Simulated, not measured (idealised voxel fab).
The process module that follows is named voxel released beams.
Pictured: cross-section cut, 240 nm wide, on a grid of 5 nm square cells.
Bands, listed from the top down, are how a cross-section gets written in this document; the cross-section itself is a grid of square cells, and a band is one or more rows of them. A band entry consists of two parts. The first gives the height of the band's top and the height of its bottom, in nm. The rest lists the band's materials from left to right, each with its width in nm. A single material labelled with the word "full width" fills the band from edge to edge, and the word "air" marks empty space. Heights are reckoned from 0. Under this level, the received wafer is all of one material. The bottommost band is open-ended downward, for example "0..down". A two-number width, for instance "30..40", indicates that the width is equal to the first number in the top row of the band and to the second number in the bottom row, and that it changes by a constant amount per row of cells. Reading "nothing altered" for a step: not a cell of the cross-section changed in it. Entry "Trapped voids". Content: empty spaces with no open connection to the top, size 8 cells or greater. Each: width x height at distance. Distance: from left edge. Unit: nm. Step line, after settings: the simulator's comment on this step. "overlay nm" on a masked step: distance the mask lay right of its planned place, negative for left.

**Set out below are the planned steps of the process**
1: RECEIVE (material Si)
2: CONFORMAL_DEP (material Al2O3; thk nm 5)
3: DIRECTIONAL_DEP (material SiO2; thk nm 20)
4: MASKED_ETCH (tone open; mask id ANCHOR; width nm 15; etch materials SiO2; depth nm 20; overlay nm 0)
5: CONFORMAL_DEP (material polySi; thk nm 10)
6: MASKED_ETCH (tone cover; mask id BEAM; width nm 110; etch materials polySi; depth nm 10; overlay nm 0)
7: STRIP (etch materials SiO2)
Don't read the plan's width nm for step 4 as applying to every wafer: that's the first wafer's value, and the wafers differ in it, though they all start identical.

**Cut through the first of several wafers as received, post step 1**
- 0..down: Si full width
- Trapped voids: none

**Wafer cross-section (first of several) - module end, post step 7 (last step)**
- 35..25: air 60 nm  polySi 110 nm  air 70 nm
- 25..5: air 70 nm  polySi 15 nm  air 155 nm
- 5..0: Al2O3 full width
- 0..down: Si full width
- Trapped voids: none

**The final wafer, sectioned at module end**
- 35..25: air 60 nm  polySi 10 nm  air 20 nm  polySi 80 nm  air 70 nm
- 25..15: air 60 nm  polySi 10 nm  air 20 nm  polySi 10 nm  air 140 nm
- 15..5: air 60 nm  polySi 40 nm  air 140 nm
- 5..0: Al2O3 full width
- 0..down: Si full width
- Trapped voids: none

**Below is a per-wafer table. In it, each row describes the wafer at the end of the module by giving, for each material, the number of cells gained (+) or lost (-) since the wafer was received, and after that the closed voids of the wafer**
width nm 15; +48 Al2O3; +56 polySi; Trapped voids: none
width nm 20; +48 Al2O3; +60 polySi; Trapped voids: none
width nm 25; +48 Al2O3; +60 polySi; Trapped voids: none
width nm 30; +48 Al2O3; +60 polySi; Trapped voids: none
width nm 35; +48 Al2O3; +60 polySi; Trapped voids: none
width nm 40; +48 Al2O3; +60 polySi; Trapped voids: none
